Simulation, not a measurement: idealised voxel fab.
Title: Process Module voxel ribs on slabs
Section cut is 195 nm wide and gridded with 5 nm square cells.
Cross-section = grid of square cells, listed top down in bands; band = one or more rows.
The entry gives the band's vertical extent as a top height and a bottom height in nm, then its horizontal make-up as materials from left to right, each with a width in nm. "empty" stands for empty space; a single material marked "full width" fills the band edge to edge.
The reference from which all heights are counted is 0, the level beneath which the as-received wafer is entirely one material; the lowest band, having no lower bound, proceeds downward and is written after the example "top 0, no bottom".
You'd read "30..40" like this: the band's top row of cells is as wide as the first number, its bottom row is as wide as the second, and going down, every row changes width by the same amount as the row before did.
Given "no modifications" for a step, no cell of the cross-section differs between before and after that step.
Empty spaces without an open route to the top, at least 8 cells in extent, make up the entry "Enclosed cavity list"; each is given as width x height at distance, where the distance is measured from the left edge, and all are in nm.
On a step's line, text after the settings is the simulator commenting on that step.
The "overlay nm" setting may appear on a step's line; for a step that uses a mask, it gives how far to the right of its planned position the mask lay, and a negative value indicates the left.
What follows is a series of pairs. Each pair shows a cross-section before one process step and the cross-section after it, and the after view is drawn only down to the lowest band that changed. Beneath each pair is the step that lies between the two, with its settings. Pairs may come from different runs of this module on the same starting wafer, so a pair continues from the one above it only where its entry headed "Before this step" says so.
BEFORE THIS STEP
	top 0, no bottom | Si full width
	Enclosed cavity list: none
POST-PROCESS VIEW
	top 20, bottom 0 | SiO2 full width
	All layers under 0 are left as they were.
	Enclosed cavity list: none
What is the step between the two cross-sections above? DIRECTIONAL_DEP | material SiO2 | thk nm 20
Before this step: identical to the post-step cross-section of the immediately preceding pair.
POST-PROCESS VIEW
	top 45, bottom 20 | polySi full width
	All layers under 20 are left as they were.
	Enclosed cavity list: none
What is the step between the two cross-sections above? DIRECTIONAL_DEP | material polySi | thk nm 25
Before this step: identical to the post-step cross-section of the immediately preceding pair.
POST-PROCESS VIEW
	top 60, bottom 45 | 85 of empty / 20 of resist / 90 of empty
	All layers under 45 are left as they were.
	Enclosed cavity list: none
What is the step between the two cross-sections above? PATTERN | tone cover | mask id RIB | material resist | width nm 20 | thk nm 15 | overlay nm 0
Before this step: identical to the post-step cross-section of the immediately preceding pair.
POST-PROCESS VIEW
	top 60, bottom 45 | 85 of empty / 20 of resist / 90 of empty
	top 45, bottom 30 | 85 of empty / 20 of polySi / 90 of empty
	All layers under 30 are left as they were.
	Enclosed cavity list: none
What is the step between the two cross-sections above? DIRECTIONAL_ETCH | etch materials polySi | depth nm 15
Before this step: identical to the post-step cross-section of the immediately preceding pair.
POST-PROCESS VIEW
	top 45, bottom 30 | 85 of empty / 20 of polySi / 90 of empty
	All layers under 30 are left as they were.
	Enclosed cavity list: none
What is the step between the two cross-sections above? STRIP | etch materials resist
Before this step: identical to the post-step cross-section of the immediately preceding pair.
POST-PROCESS VIEW
	top 55, bottom 45 | 85 of empty / 20 of aC / 90 of empty
	top 45, bottom 40 | 85 of empty / 20 of polySi / 90 of empty
	top 40, bottom 30 | 85 of aC / 20 of polySi / 90 of aC
	All layers under 30 are left as they were.
	Enclosed cavity list: none
What is the step between the two cross-sections above? DIRECTIONAL_DEP | material aC | thk nm 10
Before this step: identical to the post-step cross-section of the immediately preceding pair.
POST-PROCESS VIEW
	top 80, bottom 55 | 55 of empty / 80 of resist / 60 of empty
	top 55, bottom 45 | 55 of empty / 30 of resist / 20 of aC / 30 of resist / 60 of empty
	top 45, bottom 40 | 55 of empty / 30 of resist / 20 of polySi / 30 of resist / 60 of empty
	All layers under 40 are left as they were.
	Enclosed cavity list: none
What is the step between the two cross-sections above? PATTERN | tone cover | mask id SLAB | material resist | width nm 80 | thk nm 25 | overlay nm 0
Before this step: identical to the post-step cross-section of the immediately preceding pair.
POST-PROCESS VIEW
	top 70, bottom 55 | 55 of empty / 80 of resist / 60 of empty
	top 55, bottom 45 | 55 of empty / 30 of resist / 20 of aC / 30 of resist / 60 of empty
	top 45, bottom 40 | 55 of empty / 30 of resist / 20 of polySi / 30 of resist / 60 of empty
	top 40, bottom 30 | 55 of empty / 30 of aC / 20 of polySi / 30 of aC / 60 of empty
	All layers under 30 are left as they were.
	Enclosed cavity list: none
What is the step between the two cross-sections above? DIRECTIONAL_ETCH | etch materials aC | depth nm 10
Before this step: identical to the post-step cross-section of the immediately preceding pair.
POST-PROCESS VIEW
	top 55, bottom 45 | 85 of empty / 20 of aC / 90 of empty
	top 45, bottom 40 | 85 of empty / 20 of polySi / 90 of empty
	All layers under 40 are left as they were.
	Enclosed cavity list: none
What is the step between the two cross-sections above? STRIP | etch materials resist
Before this step: identical to the post-step cross-section of the immediately preceding pair.
POST-PROCESS VIEW
	top 55, bottom 45 | 85 of empty / 20 of aC / 90 of empty
	top 45, bottom 40 | 85 of empty / 20 of polySi / 90 of empty
	top 40, bottom 30 | 55 of empty / 30 of aC / 20 of polySi / 30 of aC / 60 of empty
	top 30, bottom 20 | 55 of empty / 80 of polySi / 60 of empty
	All layers under 20 are left as they were.
	Enclosed cavity list: none
What is the step between the two cross-sections above? DIRECTIONAL_ETCH | etch materials polySi | depth nm 10
Before this step: identical to the post-step cross-section of the immediately preceding pair.
POST-PROCESS VIEW
	top 45, bottom 30 | 85 of empty / 20 of polySi / 90 of empty
	All layers under 30 are left as they were.
	Enclosed cavity list: none
What is the step between the two cross-sections above? STRIP | etch materials aC
Before this step: identical to the post-step cross-section of the immediately preceding pair.
POST-PROCESS VIEW
	top 65, bottom 45 | SiO2 full width
	top 45, bottom 30 | 85 of SiO2 / 20 of polySi / 90 of SiO2
	top 30, bottom 20 | 55 of SiO2 / 80 of polySi / 60 of SiO2
	All layers under 20 are left as they were.
	Enclosed cavity list: none
What is the step between the two cross-sections above? FILL_DEP | material SiO2 | thk nm 20
Before this step: identical to the post-step cross-section of the immediately preceding pair.
POST-PROCESS VIEW
	top 60, bottom 45 | SiO2 full width
	All layers under 45 are left as they were.
	Enclosed cavity list: none
What is the step between the two cross-sections above? CMP | height nm 60
Before this step: identical to the post-step cross-section of the immediately preceding pair.
POST-PROCESS VIEW
	top 65, bottom 60 | TiN full width
	All layers under 60 are left as they were.
	Enclosed cavity list: none
What is the step between the two cross-sections above? DIRECTIONAL_DEP | material TiN | thk nm 5
Before this step: identical to the post-step cross-section of the immediately preceding pair.
POST-PROCESS VIEW
	top 80, bottom 65 | 80 of empty / 30 of resist / 85 of empty
	All layers under 65 are left as they were.
	Enclosed cavity list: none
What is the step between the two cross-sections above? PATTERN | tone cover | mask id HEATER | material resist | width nm 30 | thk nm 15 | overlay nm 0
Before this step: identical to the post-step cross-section of the immediately preceding pair.
POST-PROCESS VIEW
	top 80, bottom 65 | 80 of empty / 30 of resist / 85 of empty
	top 65, bottom 60 | 80 of empty / 30 of TiN / 85 of empty
	All layers under 60 are left as they were.
	Enclosed cavity list: none
What is the step between the two cross-sections above? DIRECTIONAL_ETCH | etch materials TiN | depth nm 5
Before this step: identical to the post-step cross-section of the immediately preceding pair.
POST-PROCESS VIEW
	top 65, bottom 60 | 80 of empty / 30 of TiN / 85 of empty
	All layers under 60 are left as they were.
	Enclosed cavity list: none
What is the step between the two cross-sections above? STRIP | etch materials resist
Before this step: identical to the post-step cross-section of the immediately preceding pair.
POST-PROCESS VIEW
	top 75, bottom 70 | 70 of empty / 50 of SiO2 / 75 of empty
	top 70, bottom 65 | SiO2 full width
	top 65, bottom 60 | 80 of SiO2 / 30 of TiN / 85 of SiO2
	All layers under 60 are left as they were.
	Enclosed cavity list: none
What is the step between the two cross-sections above? CONFORMAL_DEP | material SiO2 | thk nm 10
BEFORE THIS STEP
	top 45, bottom 20 | polySi full width
	top 20, bottom 0 | SiO2 full width
	top 0, no bottom | Si full width
	Enclosed cavity list: none
POST-PROCESS VIEW
	top 70, bottom 20 | polySi full width
	All layers under 20 are left as they were.
	Enclosed cavity list: none
What is the step between the two cross-sections above? DIRECTIONAL_DEP | material polySi | thk nm 25
Before this step: identical to the post-step cross-section of the immediately preceding pair.
POST-PROCESS VIEW
	top 85, bottom 70 | 85 of empty / 20 of resist / 90 of empty
	All layers under 70 are left as they were.
	Enclosed cavity list: none
What is the step between the two cross-sections above? PATTERN | tone cover | mask id RIB | material resist | width nm 20 | thk nm 15 | overlay nm 0
Before this step: identical to the post-step cross-section of the immediately preceding pair.
POST-PROCESS VIEW
	top 85, bottom 70 | 85 of empty / 20 of resist / 90 of empty
	top 70, bottom 55 | 85 of empty / 20 of polySi / 90 of empty
	All layers under 55 are left as they were.
	Enclosed cavity list: none
What is the step between the two cross-sections above? DIRECTIONAL_ETCH | etch materials polySi | depth nm 15
Before this step: identical to the post-step cross-section of the immediately preceding pair.
POST-PROCESS VIEW
	top 70, bottom 55 | 85 of empty / 20 of polySi / 90 of empty
	All layers under 55 are left as they were.
	Enclosed cavity list: none
What is the step between the two cross-sections above? STRIP | etch materials resist
Before this step: identical to the post-step cross-section of the immediately preceding pair.
POST-PROCESS VIEW
	top 80, bottom 70 | 85 of empty / 20 of aC / 90 of empty
	top 70, bottom 65 | 85 of empty / 20 of polySi / 90 of empty
	top 65, bottom 55 | 85 of aC / 20 of polySi / 90 of aC
	All layers under 55 are left as they were.
	Enclosed cavity list: none
What is the step between the two cross-sections above? DIRECTIONAL_DEP | material aC | thk nm 10
Before this step: identical to the post-step cross-section of the immediately preceding pair.
POST-PROCESS VIEW
	top 105, bottom 80 | 55 of empty / 80 of resist / 60 of empty
	top 80, bottom 70 | 55 of empty / 30 of resist / 20 of aC / 30 of resist / 60 of empty
	top 70, bottom 65 | 55 of empty / 30 of resist / 20 of polySi / 30 of resist / 60 of empty
	All layers under 65 are left as they were.
	Enclosed cavity list: none
What is the step between the two cross-sections above? PATTERN | tone cover | mask id SLAB | material resist | width nm 80 | thk nm 25 | overlay nm 0
Before this step: identical to the post-step cross-section of the immediately preceding pair.
POST-PROCESS VIEW
	top 95, bottom 80 | 55 of empty / 80 of resist / 60 of empty
	top 80, bottom 70 | 55 of empty / 30 of resist / 20 of aC / 30 of resist / 60 of empty
	top 70, bottom 65 | 55 of empty / 30 of resist / 20 of polySi / 30 of resist / 60 of empty
	top 65, bottom 55 | 55 of empty / 30 of aC / 20 of polySi / 30 of aC / 60 of empty
	All layers under 55 are left as they were.
	Enclosed cavity list: none
What is the step between the two cross-sections above? DIRECTIONAL_ETCH | etch materials aC | depth nm 10
Before this step: identical to the post-step cross-section of the immediately preceding pair.
POST-PROCESS VIEW
	top 80, bottom 70 | 85 of empty / 20 of aC / 90 of empty
	top 70, bottom 65 | 85 of empty / 20 of polySi / 90 of empty
	All layers under 65 are left as they were.
	Enclosed cavity list: none
What is the step between the two cross-sections above? STRIP | etch materials resist
Before this step: identical to the post-step cross-section of the immediately preceding pair.
POST-PROCESS VIEW
	top 80, bottom 70 | 85 of empty / 20 of aC / 90 of empty
	top 70, bottom 65 | 85 of empty / 20 of polySi / 90 of empty
	top 65, bottom 55 | 55 of empty / 30 of aC / 20 of polySi / 30 of aC / 60 of empty
	top 55, bottom 45 | 55 of empty / 80 of polySi / 60 of empty
	All layers under 45 are left as they were.
	Enclosed cavity list: none
What is the step between the two cross-sections above? DIRECTIONAL_ETCH | etch materials polySi | depth nm 10
Before this step: identical to the post-step cross-section of the immediately preceding pair.
POST-PROCESS VIEW
	top 70, bottom 55 | 85 of empty / 20 of polySi / 90 of empty
	All layers under 55 are left as they were.
	Enclosed cavity list: none
What is the step between the two cross-sections above? STRIP | etch materials aC
Before this step: identical to the post-step cross-section of the immediately preceding pair.
POST-PROCESS VIEW
	top 90, bottom 70 | SiO2 full width
	top 70, bottom 55 | 85 of SiO2 / 20 of polySi / 90 of SiO2
	top 55, bottom 45 | 55 of SiO2 / 80 of polySi / 60 of SiO2
	All layers under 45 are left as they were.
	Enclosed cavity list: none
What is the step between the two cross-sections above? FILL_DEP | material SiO2 | thk nm 20
Before this step: identical to the post-step cross-section of the immediately preceding pair.
POST-PROCESS VIEW
	top 60, bottom 55 | 85 of SiO2 / 20 of polySi / 90 of SiO2
	All layers under 55 are left as they were.
	Enclosed cavity list: none
What is the step between the two cross-sections above? CMP | height nm 60
Before this step: identical to the post-step cross-section of the immediately preceding pair.
POST-PROCESS VIEW
	top 65, bottom 60 | TiN full width
	All layers under 60 are left as they were.
	Enclosed cavity list: none
What is the step between the two cross-sections above? DIRECTIONAL_DEP | material TiN | thk nm 5
Before this step: identical to the post-step cross-section of the immediately preceding pair.
POST-PROCESS VIEW
	top 80, bottom 65 | 80 of empty / 30 of resist / 85 of empty
	All layers under 65 are left as they were.
	Enclosed cavity list: none
What is the step between the two cross-sections above? PATTERN | tone cover | mask id HEATER | material resist | width nm 30 | thk nm 15 | overlay nm 0
Before this step: identical to the post-step cross-section of the immediately preceding pair.
POST-PROCESS VIEW
	top 80, bottom 65 | 80 of empty / 30 of resist / 85 of empty
	top 65, bottom 60 | 80 of empty / 30 of TiN / 85 of empty
	All layers under 60 are left as they were.
	Enclosed cavity list: none
What is the step between the two cross-sections above? DIRECTIONAL_ETCH | etch materials TiN | depth nm 5
Before this step: identical to the post-step cross-section of the immediately preceding pair.
POST-PROCESS VIEW
	top 65, bottom 60 | 80 of empty / 30 of TiN / 85 of empty
	All layers under 60 are left as they were.
	Enclosed cavity list: none
What is the step between the two cross-sections above? STRIP | etch materials resist
Before this step: identical to the post-step cross-section of the immediately preceding pair.
POST-PROCESS VIEW
	top 75, bottom 70 | 70 of empty / 50 of SiO2 / 75 of empty
	top 70, bottom 65 | SiO2 full width
	top 65, bottom 60 | 80 of SiO2 / 30 of TiN / 85 of SiO2
	All layers under 60 are left as they were.
	Enclosed cavity list: none
What is the step between the two cross-sections above? CONFORMAL_DEP | material SiO2 | thk nm 10
BEFORE THIS STEP
	top 0, no bottom | Si full width
	Enclosed cavity list: none
POST-PROCESS VIEW
	top 25, bottom 0 | polySi full width
	All layers under 0 are left as they were.
	Enclosed cavity list: none
What is the step between the two cross-sections above? DIRECTIONAL_DEP | material polySi | thk nm 25
Before this step: identical to the post-step cross-section of the immediately preceding pair.
POST-PROCESS VIEW
	top 45, bottom 25 | SiO2 full width
	All layers under 25 are left as they were.
	Enclosed cavity list: none
What is the step between the two cross-sections above? DIRECTIONAL_DEP | material SiO2 | thk nm 20
Before this step: identical to the post-step cross-section of the immediately preceding pair.
POST-PROCESS VIEW
	top 60, bottom 45 | 85 of empty / 20 of resist / 90 of empty
	All layers under 45 are left as they were.
	Enclosed cavity list: none
What is the step between the two cross-sections above? PATTERN | tone cover | mask id RIB | material resist | width nm 20 | thk nm 15 | overlay nm 0
Before this step: identical to the post-step cross-section of the immediately preceding pair.
POST-PROCESS VIEW
	top 45, bottom 25 | SiO2 full width
	All layers under 25 are left as they were.
	Enclosed cavity list: none
What is the step between the two cross-sections above? STRIP | etch materials resist
Before this step: identical to the post-step cross-section of the immediately preceding pair.
POST-PROCESS VIEW
	top 55, bottom 45 | aC full width
	All layers under 45 are left as they were.
	Enclosed cavity list: none
What is the step between the two cross-sections above? DIRECTIONAL_DEP | material aC | thk nm 10
Before this step: identical to the post-step cross-section of the immediately preceding pair.
POST-PROCESS VIEW
	top 80, bottom 55 | 55 of empty / 80 of resist / 60 of empty
	All layers under 55 are left as they were.
	Enclosed cavity list: none
What is the step between the two cross-sections above? PATTERN | tone cover | mask id SLAB | material resist | width nm 80 | thk nm 25 | overlay nm 0
Before this step: identical to the post-step cross-section of the immediately preceding pair.
POST-PROCESS VIEW
	top 70, bottom 55 | 55 of empty / 80 of resist / 60 of empty
	top 55, bottom 45 | 55 of empty / 80 of aC / 60 of empty
	All layers under 45 are left as they were.
	Enclosed cavity list: none
What is the step between the two cross-sections above? DIRECTIONAL_ETCH | etch materials aC | depth nm 10
Before this step: identical to the post-step cross-section of the immediately preceding pair.
POST-PROCESS VIEW
	top 55, bottom 45 | 55 of empty / 80 of aC / 60 of empty
	All layers under 45 are left as they were.
	Enclosed cavity list: none
What is the step between the two cross-sections above? STRIP | etch materials resist
Before this step: identical to the post-step cross-section of the immediately preceding pair.
POST-PROCESS VIEW
	top 45, bottom 25 | SiO2 full width
	All layers under 25 are left as they were.
	Enclosed cavity list: none
What is the step between the two cross-sections above? STRIP | etch materials aC
Before this step: identical to the post-step cross-section of the immediately preceding pair.
POST-PROCESS VIEW
	top 65, bottom 25 | SiO2 full width
	All layers under 25 are left as they were.
	Enclosed cavity list: none
What is the step between the two cross-sections above? FILL_DEP | material SiO2 | thk nm 20
Before this step: identical to the post-step cross-section of the immediately preceding pair.
POST-PROCESS VIEW
	top 60, bottom 25 | SiO2 full width
	All layers under 25 are left as they were.
	Enclosed cavity list: none
What is the step between the two cross-sections above? CMP | height nm 60
Before this step: identical to the post-step cross-section of the immediately preceding pair.
POST-PROCESS VIEW
	top 65, bottom 60 | TiN full width
	All layers under 60 are left as they were.
	Enclosed cavity list: none
What is the step between the two cross-sections above? DIRECTIONAL_DEP | material TiN | thk nm 5
Before this step: identical to the post-step cross-section of the immediately preceding pair.
POST-PROCESS VIEW
	top 80, bottom 65 | 80 of empty / 30 of resist / 85 of empty
	All layers under 65 are left as they were.
	Enclosed cavity list: none
What is the step between the two cross-sections above? PATTERN | tone cover | mask id HEATER | material resist | width nm 30 | thk nm 15 | overlay nm 0
Before this step: identical to the post-step cross-section of the immediately preceding pair.
POST-PROCESS VIEW
	top 80, bottom 65 | 80 of empty / 30 of resist / 85 of empty
	top 65, bottom 60 | 80 of empty / 30 of TiN / 85 of empty
	All layers under 60 are left as they were.
	Enclosed cavity list: none
What is the step between the two cross-sections above? DIRECTIONAL_ETCH | etch materials TiN | depth nm 5
Before this step: identical to the post-step cross-section of the immediately preceding pair.
POST-PROCESS VIEW
	top 65, bottom 60 | 80 of empty / 30 of TiN / 85 of empty
	All layers under 60 are left as they were.
	Enclosed cavity list: none
What is the step between the two cross-sections above? STRIP | etch materials resist
Before this step: identical to the post-step cross-section of the immediately preceding pair.
POST-PROCESS VIEW
	top 75, bottom 70 | 70 of empty / 50 of SiO2 / 75 of empty
	top 70, bottom 65 | SiO2 full width
	top 65, bottom 60 | 80 of SiO2 / 30 of TiN / 85 of SiO2
	All layers under 60 are left as they were.
	Enclosed cavity list: none
What is the step between the two cross-sections above? CONFORMAL_DEP | material SiO2 | thk nm 10
BEFORE THIS STEP
	top 60, bottom 45 | 85 of empty / 20 of resist / 90 of empty
	top 45, bottom 20 | polySi full width
	top 20, bottom 0 | SiO2 full width
	top 0, no bottom | Si full width
	Enclosed cavity list: none
POST-PROCESS VIEW
	top 60, bottom 45 | 85 of empty / 20 of resist / 90 of empty
	top 45, bottom 40 | 85 of empty / 20 of polySi / 90 of empty
	All layers under 40 are left as they were.
	Enclosed cavity list: none
What is the step between the two cross-sections above? DIRECTIONAL_ETCH | etch materials polySi | depth nm 5
Before this step: identical to the post-step cross-section of the immediately preceding pair.
POST-PROCESS VIEW
	top 45, bottom 40 | 85 of empty / 20 of polySi / 90 of empty
	All layers under 40 are left as they were.
	Enclosed cavity list: none
What is the step between the two cross-sections above? STRIP | etch materials resist
Before this step: identical to the post-step cross-section of the immediately preceding pair.
POST-PROCESS VIEW
	top 55, bottom 50 | 85 of empty / 20 of aC / 90 of empty
	top 50, bottom 45 | aC full width
	top 45, bottom 40 | 85 of aC / 20 of polySi / 90 of aC
	All layers under 40 are left as they were.
	Enclosed cavity list: none
What is the step between the two cross-sections above? DIRECTIONAL_DEP | material aC | thk nm 10
Before this step: identical to the post-step cross-section of the immediately preceding pair.
POST-PROCESS VIEW
	top 80, bottom 55 | 55 of empty / 80 of resist / 60 of empty
	top 55, bottom 50 | 55 of empty / 30 of resist / 20 of aC / 30 of resist / 60 of empty
	All layers under 50 are left as they were.
	Enclosed cavity list: none
What is the step between the two cross-sections above? PATTERN | tone cover | mask id SLAB | material resist | width nm 80 | thk nm 25 | overlay nm 0
Before this step: identical to the post-step cross-section of the immediately preceding pair.
POST-PROCESS VIEW
	top 70, bottom 55 | 55 of empty / 80 of resist / 60 of empty
	top 55, bottom 50 | 55 of empty / 30 of resist / 20 of aC / 30 of resist / 60 of empty
	top 50, bottom 45 | 55 of empty / 80 of aC / 60 of empty
	top 45, bottom 40 | 55 of empty / 30 of aC / 20 of polySi / 30 of aC / 60 of empty
	All layers under 40 are left as they were.
	Enclosed cavity list: none
What is the step between the two cross-sections above? DIRECTIONAL_ETCH | etch materials aC | depth nm 10
Before this step: identical to the post-step cross-section of the immediately preceding pair.
POST-PROCESS VIEW
	top 55, bottom 45 | 85..55 of empty / 20..80 of aC / 90..60 of empty
	All layers under 45 are left as they were.
	Enclosed cavity list: none
What is the step between the two cross-sections above? STRIP | etch materials resist
Before this step: identical to the post-step cross-section of the immediately preceding pair.
POST-PROCESS VIEW
	top 55, bottom 45 | 85..55 of empty / 20..80 of aC / 90..60 of empty
	top 45, bottom 40 | 55 of empty / 30 of aC / 20 of polySi / 30 of aC / 60 of empty
	top 40, bottom 30 | 55 of empty / 80 of polySi / 60 of empty
	All layers under 30 are left as they were.
	Enclosed cavity list: none
What is the step between the two cross-sections above? DIRECTIONAL_ETCH | etch materials polySi | depth nm 10
Before this step: identical to the post-step cross-section of the immediately preceding pair.
POST-PROCESS VIEW
	top 45, bottom 40 | 85 of empty / 20 of polySi / 90 of empty
	All layers under 40 are left as they were.
	Enclosed cavity list: none
What is the step between the two cross-sections above? STRIP | etch materials aC
Before this step: identical to the post-step cross-section of the immediately preceding pair.
POST-PROCESS VIEW
	top 65, bottom 45 | SiO2 full width
	top 45, bottom 40 | 85 of SiO2 / 20 of polySi / 90 of SiO2
	top 40, bottom 30 | 55 of SiO2 / 80 of polySi / 60 of SiO2
	All layers under 30 are left as they were.
	Enclosed cavity list: none
What is the step between the two cross-sections above? FILL_DEP | material SiO2 | thk nm 20
Before this step: identical to the post-step cross-section of the immediately preceding pair.
POST-PROCESS VIEW
	top 60, bottom 45 | SiO2 full width
	All layers under 45 are left as they were.
	Enclosed cavity list: none
What is the step between the two cross-sections above? CMP | height nm 60
Before this step: identical to the post-step cross-section of the immediately preceding pair.
POST-PROCESS VIEW
	top 65, bottom 60 | TiN full width
	All layers under 60 are left as they were.
	Enclosed cavity list: none
What is the step between the two cross-sections above? DIRECTIONAL_DEP | material TiN | thk nm 5
Before this step: identical to the post-step cross-section of the immediately preceding pair.
POST-PROCESS VIEW
	top 80, bottom 65 | 80 of empty / 30 of resist / 85 of empty
	All layers under 65 are left as they were.
	Enclosed cavity list: none
What is the step between the two cross-sections above? PATTERN | tone cover | mask id HEATER | material resist | width nm 30 | thk nm 15 | overlay nm 0
Before this step: identical to the post-step cross-section of the immediately preceding pair.
POST-PROCESS VIEW
	top 80, bottom 65 | 80 of empty / 30 of resist / 85 of empty
	top 65, bottom 60 | 80 of empty / 30 of TiN / 85 of empty
	All layers under 60 are left as they were.
	Enclosed cavity list: none
What is the step between the two cross-sections above? DIRECTIONAL_ETCH | etch materials TiN | depth nm 5
Before this step: identical to the post-step cross-section of the immediately preceding pair.
POST-PROCESS VIEW
	top 65, bottom 60 | 80 of empty / 30 of TiN / 85 of empty
	All layers under 60 are left as they were.
	Enclosed cavity list: none
What is the step between the two cross-sections above? STRIP | etch materials resist
Before this step: identical to the post-step cross-section of the immediately preceding pair.
POST-PROCESS VIEW
	top 75, bottom 70 | 70 of empty / 50 of SiO2 / 75 of empty
	top 70, bottom 65 | SiO2 full width
	top 65, bottom 60 | 80 of SiO2 / 30 of TiN / 85 of SiO2
	All layers under 60 are left as they were.
	Enclosed cavity list: none
What is the step between the two cross-sections above? CONFORMAL_DEP | material SiO2 | thk nm 10
BEFORE THIS STEP
	top 65, bottom 60 | TiN full width
	top 60, bottom 45 | SiO2 full width
	top 45, bottom 30 | 85 of SiO2 / 20 of polySi / 90 of SiO2
	top 30, bottom 20 | 55 of SiO2 / 80 of polySi / 60 of SiO2
	top 20, bottom 0 | SiO2 full width
	top 0, no bottom | Si full width
	Enclosed cavity list: none
POST-PROCESS VIEW
	top 80, bottom 65 | 80 of empty / 35 of resist / 80 of empty
	All layers under 65 are left as they were.
	Enclosed cavity list: none
What is the step between the two cross-sections above? PATTERN | tone cover | mask id HEATER | material resist | width nm 35 | thk nm 15 | overlay nm 0
Before this step: identical to the post-step cross-section of the immediately preceding pair.
POST-PROCESS VIEW
	top 80, bottom 65 | 80 of empty / 35 of resist / 80 of empty
	top 65, bottom 60 | 80 of empty / 35 of TiN / 80 of empty
	All layers under 60 are left as they were.
	Enclosed cavity list: none
What is the step between the two cross-sections above? DIRECTIONAL_ETCH | etch materials TiN | depth nm 5
Before this step: identical to the post-step cross-section of the immediately preceding pair.
POST-PROCESS VIEW
	top 65, bottom 60 | 80 of empty / 35 of TiN / 80 of empty
	All layers under 60 are left as they were.
	Enclosed cavity list: none
What is the step between the two cross-sections above? STRIP | etch materials resist
Before this step: identical to the post-step cross-section of the immediately preceding pair.
POST-PROCESS VIEW
	top 75, bottom 70 | 70 of empty / 55 of SiO2 / 70 of empty
	top 70, bottom 65 | SiO2 full width
	top 65, bottom 60 | 80 of SiO2 / 35 of TiN / 80 of SiO2
	All layers under 60 are left as they were.
	Enclosed cavity list: none
What is the step between the two cross-sections above? CONFORMAL_DEP | material SiO2 | thk nm 10
BEFORE THIS STEP
	top 65, bottom 60 | TiN full width
	top 60, bottom 45 | SiO2 full width
	top 45, bottom 30 | 85 of SiO2 / 20 of polySi / 90 of SiO2
	top 30, bottom 20 | 55 of SiO2 / 80 of polySi / 60 of SiO2
	top 20, bottom 0 | SiO2 full width
	top 0, no bottom | Si full width
	Enclosed cavity list: none
POST-PROCESS VIEW
	top 80, bottom 65 | 90 of empty / 30 of resist / 75 of empty
	All layers under 65 are left as they were.
	Enclosed cavity list: none
What is the step between the two cross-sections above? PATTERN | tone cover | mask id HEATER | material resist | width nm 30 | thk nm 15 | overlay nm 10
Before this step: identical to the post-step cross-section of the immediately preceding pair.
POST-PROCESS VIEW
	top 80, bottom 65 | 90 of empty / 30 of resist / 75 of empty
	top 65, bottom 60 | 90 of empty / 30 of TiN / 75 of empty
	All layers under 60 are left as they were.
	Enclosed cavity list: none
What is the step between the two cross-sections above? DIRECTIONAL_ETCH | etch materials TiN | depth nm 5
Before this step: identical to the post-step cross-section of the immediately preceding pair.
POST-PROCESS VIEW
	top 65, bottom 60 | 90 of empty / 30 of TiN / 75 of empty
	All layers under 60 are left as they were.
	Enclosed cavity list: none
What is the step between the two cross-sections above? STRIP | etch materials resist
Before this step: identical to the post-step cross-section of the immediately preceding pair.
POST-PROCESS VIEW
	top 75, bottom 70 | 80 of empty / 50 of SiO2 / 65 of empty
	top 70, bottom 65 | SiO2 full width
	top 65, bottom 60 | 90 of SiO2 / 30 of TiN / 75 of SiO2
	All layers under 60 are left as they were.
	Enclosed cavity list: none
What is the step between the two cross-sections above? CONFORMAL_DEP | material SiO2 | thk nm 10
BEFORE THIS STEP
	top 65, bottom 60 | 80 of empty / 30 of TiN / 85 of empty
	top 60, bottom 45 | SiO2 full width
	top 45, bottom 30 | 85 of SiO2 / 20 of polySi / 90 of SiO2
	top 30, bottom 20 | 55 of SiO2 / 80 of polySi / 60 of SiO2
	top 20, bottom 0 | SiO2 full width
	top 0, no bottom | Si full width
	Enclosed cavity list: none
POST-PROCESS VIEW
	top 75, bottom 70 | 70 of empty / 50 of polySi / 75 of empty
	top 70, bottom 65 | polySi full width
	top 65, bottom 60 | 80 of polySi / 30 of TiN / 85 of polySi
	All layers under 60 are left as they were.
	Enclosed cavity list: none
What is the step between the two cross-sections above? CONFORMAL_DEP | material polySi | thk nm 10
BEFORE THIS STEP
	top 65, bottom 60 | TiN full width
	top 60, bottom 45 | SiO2 full width
	top 45, bottom 30 | 85 of SiO2 / 20 of polySi / 90 of SiO2
	top 30, bottom 20 | 55 of SiO2 / 80 of polySi / 60 of SiO2
	top 20, bottom 0 | SiO2 full width
	top 0, no bottom | Si full width
	Enclosed cavity list: none
POST-PROCESS VIEW
	top 80, bottom 65 | 80 of resist / 30 of empty / 85 of resist
	All layers under 65 are left as they were.
	Enclosed cavity list: none
What is the step between the two cross-sections above? PATTERN | tone open | mask id HEATER | material resist | width nm 30 | thk nm 15 | overlay nm 0
Before this step: identical to the post-step cross-section of the immediately preceding pair.
POST-PROCESS VIEW
	top 80, bottom 65 | 80 of resist / 30 of empty / 85 of resist
	top 65, bottom 60 | 80 of TiN / 30 of empty / 85 of TiN
	All layers under 60 are left as they were.
	Enclosed cavity list: none
What is the step between the two cross-sections above? DIRECTIONAL_ETCH | etch materials TiN | depth nm 5
Before this step: identical to the post-step cross-section of the immediately preceding pair.
POST-PROCESS VIEW
	top 65, bottom 60 | 80 of TiN / 30 of empty / 85 of TiN
	All layers under 60 are left as they were.
	Enclosed cavity list: none
What is the step between the two cross-sections above? STRIP | etch materials resist
Before this step: identical to the post-step cross-section of the immediately preceding pair.
POST-PROCESS VIEW
	top 75, bottom 70 | 90 of SiO2 / 10 of empty / 95 of SiO2
	top 70, bottom 65 | SiO2 full width
	top 65, bottom 60 | 80 of TiN / 30 of SiO2 / 85 of TiN
	All layers under 60 are left as they were.
	Enclosed cavity list: none
What is the step between the two cross-sections above? CONFORMAL_DEP | material SiO2 | thk nm 10
